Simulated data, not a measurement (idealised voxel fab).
Title: Process Module voxel air gaps
Cross-sectional view cut (width: 235 nm; square cell size: 5 nm).
A cross-section in this document is a grid of square cells, and it is written down as bands, the top band listed before the ones below it; a band is made up of one or more rows of cells.
Read a band's entry like this: the first values are the height of its top and the height of its bottom in nm, and what follows is the sequence of materials from left to right, each with its width in nm. Note that "air" is empty space, and that a single material marked "everywhere" reaches across the band from edge to edge.
Height reference: 0 = level under which incoming wafer is all one material. Lowest band: no bottom, runs on downward, e.g. "z 0 and below".
A width such as "30..40" changes by the same amount from each row of cells to the next, from the band's top row to its bottom row.
Step marked "no modification"? Then no cell in the cross-section changed in it.
Under "Enclosed void list" you'll find the enclosed gaps, the ones with no way out to the top, that are 8 cells or bigger; each reads width x height at distance, with distance counted from the left edge, everything in nm.
Where a step's line continues beyond its settings, the continuation is a remark by the simulator itself on that step.
overlay nm: step with mask; distance mask lay right of planned place; negative value = left of planned place.
[The planned process steps are enumerated hereunder]
1) RECEIVE, material Si
2) CONFORMAL_DEP, material SiO2, thk nm 10
3) CONFORMAL_DEP, material SiN, thk nm 5
4) DIRECTIONAL_DEP, material SiO2, thk nm 35
5) MASKED_ETCH, tone open, mask id LINES, width nm 15, pitch nm 40, etch materials SiO2, depth nm 35, overlay nm 0
6) CONFORMAL_DEP, material TiN, thk nm 5
7) FILL_DEP, material Ru, thk nm 5
8) CMP, height nm 50
9) EPI, material Ru, thk nm 10
10) SELECTIVE_ETCH, etch materials SiO2, depth nm 45
11) CONFORMAL_DEP, material SiCN, thk nm 5
[Delivered wafer in cross-section: state after step 1]
  z 0 and below  Si everywhere
  Enclosed void list: none
[The module was run from the start shown above using the plan shown above, but one mistake was made doing it; the resulting wafer cross-section is below]
  z 65 to 60  40 of air | 35 of SiCN | 5 of air | 35 of SiCN | 5 of air | 35 of SiCN | 5 of air | 35 of SiCN | 40 of air
  z 60 to 50  40 of air | 5 of SiCN | 25 of Ru | 5 of SiCN | 5 of air | 5 of SiCN | 25 of Ru | 5 of SiCN | 5 of air | 5 of SiCN | 25 of Ru | 5 of SiCN | 5 of air | 5 of SiCN | 25 of Ru | 5 of SiCN | 40 of air
  z 50 to 45  40 of air | 15 of SiCN | 5 of Ru | 15 of SiCN | 5 of air | 15 of SiCN | 5 of Ru | 15 of SiCN | 5 of air | 15 of SiCN | 5 of Ru | 15 of SiCN | 5 of air | 15 of SiCN | 5 of Ru | 15 of SiCN | 40 of air
  z 45 to 20  45 of air | 10 of SiCN | 5 of Ru | 10 of SiCN | 15 of air | 10 of SiCN | 5 of Ru | 10 of SiCN | 15 of air | 10 of SiCN | 5 of Ru | 10 of SiCN | 15 of air | 10 of SiCN | 5 of Ru | 10 of SiCN | 45 of air
  z 20 to 15  SiCN everywhere
  z 15 to 10  SiN everywhere
  z 10 to 0  SiO2 everywhere
  z 0 and below  Si everywhere
  Enclosed void list: none
What was the processing mistake? step 6 did not use the planned setting and instead ran as CONFORMAL_DEP, material SiCN, thk nm 5
